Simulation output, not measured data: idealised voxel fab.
process module | voxel released beams
It is cross-section cut that appears here, measuring 225 nm in width, its square cells being 5 nm in size.
Notation: cross-section as square-cell grid; stated in bands, top first, going down; one or more cell rows per band.
The entry gives the band's vertical extent as a top height and a bottom height in nm, then its horizontal make-up as materials from left to right, each with a width in nm. "empty" stands for empty space; a single material marked "all across" fills the band edge to edge.
We count height from 0. Below that, the starting wafer is all one material. The lowest band never ends at the bottom but goes on down; see "from 0 down" for how that is written.
Per-row width for "30 to 40": begins at first number (top row of band), ends at second number (bottom row), increment between rows held constant.
Step note "stayed the same" = no cross-section cell changed.
"Sealed voids" lists enclosed empty spaces (at least 8 cells, no open path upward to the top), each as width x height at distance from the left edge, in nm.
Whatever follows a step's settings on its line is a remark the simulator itself makes about that step.
You can add "overlay nm" to a step's line. For a step with a mask, it describes how far the mask lay to the right of its planned position, and a negative number describes a lay to the left.
[Process steps - plan]
1) RECEIVE | material Si
2) CONFORMAL_DEP | material Al2O3 | thk nm 5
3) DIRECTIONAL_DEP | material SiO2 | thk nm 20
4) MASKED_ETCH | tone open | mask id ANCHOR | width nm 40 | etch materials SiO2 | depth nm 10 | overlay nm 0
5) CONFORMAL_DEP | material SiN | thk nm 15
6) MASKED_ETCH | tone cover | mask id BEAM | width nm 120 | etch materials SiN | depth nm 15 | overlay nm 0
7) STRIP | etch materials SiO2
Keep in mind the plan's value for the depth nm of step 4 comes from the first wafer; the wafers don't share that setting, but they do share the same starting point.
[Cross-section of the first of several wafers on receipt, reflecting completion of step 1]
  from 0 down | Si all across
  Sealed voids: none
[Basically each wafer gets a line in the table, showing it at the end of the module: material by material, the cells it gained (+) or lost (-) since we got it, then its closed voids]
depth nm 10; +45 Al2O3; Sealed voids: none
depth nm 15; +45 Al2O3; Sealed voids: none
depth nm 20; +45 Al2O3; +96 SiN; Sealed voids: none
depth nm 25; +45 Al2O3; +96 SiN; Sealed voids: none
depth nm 30; +45 Al2O3; +96 SiN; Sealed voids: none
depth nm 35; +45 Al2O3; +96 SiN; Sealed voids: none
